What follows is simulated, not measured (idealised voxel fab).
Module name: voxel released beams (process module)
FYI the section here is cut, 260 nm wide, cells are 5 nm squares.
Cross-sections here: square-cell grids, written as top-down lists of bands, a band being one or more rows of cells. Basically the band line says how high the top is and how high the bottom is, in nm, and then what's in it from left to right, every material with its width in nm. Empty space shows up as "air", and if a single material carries "full width" it runs the full band edge to edge. Heights are measured from 0, the level below which the as-received wafer is all one material; the lowest band has no bottom and continues downward, written as in "top 0, no bottom". Graded width ("30 to 40"): value in top row of band = first number; value in bottom row = second number; row-to-row change constant. The cross-section has no changed cell in any step marked "all unchanged". The entry "Internal closed voids" lists the empty spaces that cover at least 8 cells and have no open path to the top. Each is written as width x height at distance, where the distance is measured from the left edge and all three values are in nm. Step line, after settings: the simulator's comment on this step. Regarding "overlay nm": on a step with a mask, it is the distance the mask lay to the right of its planned place; a negative value places it to the left.

The following list gives the planned process steps:
step 1: op RECEIVE | material Si
step 2: op CONFORMAL_DEP | material Al2O3 | thk nm 10
step 3: op DIRECTIONAL_DEP | material SiO2 | thk nm 20
step 4: op MASKED_ETCH | tone open | mask id ANCHOR | width nm 45 | etch materials SiO2 | depth nm 20 | overlay nm 0
step 5: op CONFORMAL_DEP | material W | thk nm 15
step 6: op MASKED_ETCH | tone cover | mask id BEAM | width nm 95 | etch materials W | depth nm 15 | overlay nm 0
step 7: op STRIP | etch materials SiO2

Cross-section of the incoming wafer, state after step 1:
top 0, no bottom: Si full width
Internal closed voids: none

Cross-sectional result after module completion. Note: starting condition and plan are unchanged from above; one processing mistake was made:
top 55, bottom 40: air: 80 | W: 95 | air: 85
top 40, bottom 30: W full width
top 30, bottom 10: SiO2: 85 | W: 45 | SiO2: 130
top 10, bottom 0: Al2O3 full width
top 0, no bottom: Si full width
Internal closed voids: none
Deviation from plan: step 5 was run on a setting that differed from the plan, and what really ran there is op CONFORMAL_DEP | material W | thk nm 25
